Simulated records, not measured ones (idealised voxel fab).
Module name: voxel plated lines (process module)
cross-section cut | 235 nm wide | cells 5 nm
Notation: cross-section as square-cell grid; stated in bands, top first, going down; one or more cell rows per band.
Basically the band line says how high the top is and how high the bottom is, in nm, and then what's in it from left to right, every material with its width in nm. Empty space shows up as "empty", and if a single material carries "throughout" it runs the full band edge to edge.
Height datum 0, below which the as-received substrate wafer is one material. Lowest band open at the bottom, running downward: "0 nm and below".
A width such as "30..40" changes by the same amount from each row of cells to the next, from the band's top row to its bottom row.
For the purposes of this document, the phrase "no alterations made" attached to a step denotes that no cell within the cross-section was modified by that step.
Enclosed void listing: empty space of 8 cells or more with no open way to the top, each as width x height at its distance from the left edge, in nm
Anything after a step's settings on that line? It's the simulator's own note about the step.
overlay nm, on a step with a mask: how far to the right of its planned place the mask lay; to the left if negative

# The planned process steps are enumerated hereunder
1. RECEIVE (material Si)
2. CONFORMAL_DEP (material SiO2; thk nm 15)
3. DIRECTIONAL_DEP (material TiN; thk nm 5)
4. PATTERN (tone open; mask id LINES; material resist; width nm 15; pitch nm 35; thk nm 35; overlay nm 0)
5. EPI (material Ru; thk nm 5)
6. EPI (material Ru; thk nm 10)
7. EPI (material Ru; thk nm 5)
8. STRIP (etch materials resist)
9. DIRECTIONAL_ETCH (etch materials TiN; depth nm 5)
10. CONFORMAL_DEP (material SiN; thk nm 5)

# Wafer at receipt (post step 1), cross-section
- 0 nm and below: Si throughout
- Enclosed void listing: none

# Cross-sectional image of the first of two wafers at the end of the module, the run having proceeded as planned
- 45 nm to 40 nm: 85 of empty; 25 of SiN; 10 of empty; 25 of SiN; 90 of empty
- 40 nm to 20 nm: 85 of empty; 5 of SiN; 15 of Ru; 5 of SiN; 10 of empty; 5 of SiN; 15 of Ru; 5 of SiN; 90 of empty
- 20 nm to 15 nm: 90 of SiN; 15 of TiN; 20 of SiN; 15 of TiN; 95 of SiN
- 15 nm to 0 nm: SiO2 throughout
- 0 nm and below: Si throughout
- Enclosed void listing: none

# Here's the second of our two wafers sectioned at module end. Same start as the first, same plan, but one mistake got made running it
- 40 nm to 35 nm: 85 of empty; 25 of SiN; 10 of empty; 25 of SiN; 90 of empty
- 35 nm to 25 nm: 85 of empty; 5 of SiN; 15 of Ru; 5 of SiN; 10 of empty; 5 of SiN; 15 of Ru; 5 of SiN; 90 of empty
- 25 nm to 20 nm: 90 of SiN; 15 of Ru; 20 of SiN; 15 of Ru; 95 of SiN
- 20 nm to 15 nm: TiN throughout
- 15 nm to 0 nm: SiO2 throughout
- 0 nm and below: Si throughout
- Enclosed void listing: none
In executing the process, a mistake was made relative to the plan: off-plan run, step 9, actual operation and settings DIRECTIONAL_ETCH (etch materials Ru; depth nm 5)
Counted in cells at the end, the second wafer holds more or fewer of these materials than the first: -6 Ru | -8 SiN | +41 TiN
